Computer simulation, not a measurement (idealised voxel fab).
The following process module bears the name voxel lift off.
It is cross-section cut that appears here, measuring 275 nm in width, its square cells being 5 nm in size.
A cross-section is a grid of square cells, given in bands from the top down. A band is one or more rows of cells. Each band's line starts with the height of the band's top and of its bottom, in nm. Then come its materials from left to right, each with its width in nm. One material with "throughout" fills the band from edge to edge. "empty" is empty space. We count height from 0. Below that, the starting wafer is all one material. The lowest band never ends at the bottom but goes on down; see "0 and below" for how that is written. Top row gets the first number, bottom row gets the second, and each row in between changes by the same step: that is how a band width like "30->40" works. A step reported as "no modification" is a step in which no cell of the cross-section changed. Under "Closed cavities" you'll find the enclosed gaps, the ones with no way out to the top, that are 8 cells or bigger; each reads width x height at distance, with distance counted from the left edge, everything in nm. Heads up: the bit after the settings on a step's line is the simulator's remark on that step. The line of a step may include "overlay nm". On a step with a mask, this value is how far to the right of its planned place the mask lay. A negative value means the mask lay to the left.
[Below is the list of planned process steps]
- 1: RECEIVE (material Si)
- 2: CONFORMAL_DEP (material Al2O3; thk nm 10)
- 3: PATTERN (tone open; mask id LINES; material resist; width nm 15; pitch nm 45; thk nm 25; overlay nm -15)
- 4: DIRECTIONAL_DEP (material Ru; thk nm 15)
- 5: STRIP (etch materials resist)
- 6: CONFORMAL_DEP (material SiN; thk nm 10)
The wafers are alike at the start. At step 3, their overlay nm differs. The plan lists the first wafer's value.
[Cross-section, first of several wafers, as delivered after step 1]
	0 and below | Si throughout
	Closed cavities: none
[First of several wafers, sectioned at end of module (last step: step 6)]
	35 down to 25 | empty 80, SiN 35, empty 10, SiN 35, empty 115
	25 down to 20 | empty 80, SiN 10, Ru 15, SiN 10, empty 10, SiN 10, Ru 15, SiN 10, empty 115
	20 down to 10 | SiN 90, Ru 15, SiN 30, Ru 15, SiN 125
	10 down to 0 | Al2O3 throughout
	0 and below | Si throughout
	Closed cavities: none
[End of module: cross-section, last of several wafers]
	35 down to 25 | empty 110, SiN 35, empty 10, SiN 35, empty 85
	25 down to 20 | empty 110, SiN 10, Ru 15, SiN 10, empty 10, SiN 10, Ru 15, SiN 10, empty 85
	20 down to 10 | SiN 120, Ru 15, SiN 30, Ru 15, SiN 95
	10 down to 0 | Al2O3 throughout
	0 and below | Si throughout
	Closed cavities: none
[What follows is a table in which each wafer occupies a row; for the wafer as it stands at the close of the module, the row states, material by material, how many cells have been gained (+) or lost (-) since receipt, and then gives its closed voids]
overlay nm -15; +110 Al2O3; +18 Ru; +134 SiN; Closed cavities: none
overlay nm -10; +110 Al2O3; +18 Ru; +134 SiN; Closed cavities: none
overlay nm -5; +110 Al2O3; +18 Ru; +134 SiN; Closed cavities: none
overlay nm 0; +110 Al2O3; +18 Ru; +134 SiN; Closed cavities: none
overlay nm 5; +110 Al2O3; +18 Ru; +134 SiN; Closed cavities: none
overlay nm 10; +110 Al2O3; +18 Ru; +134 SiN; Closed cavities: none
overlay nm 15; +110 Al2O3; +18 Ru; +134 SiN; Closed cavities: none
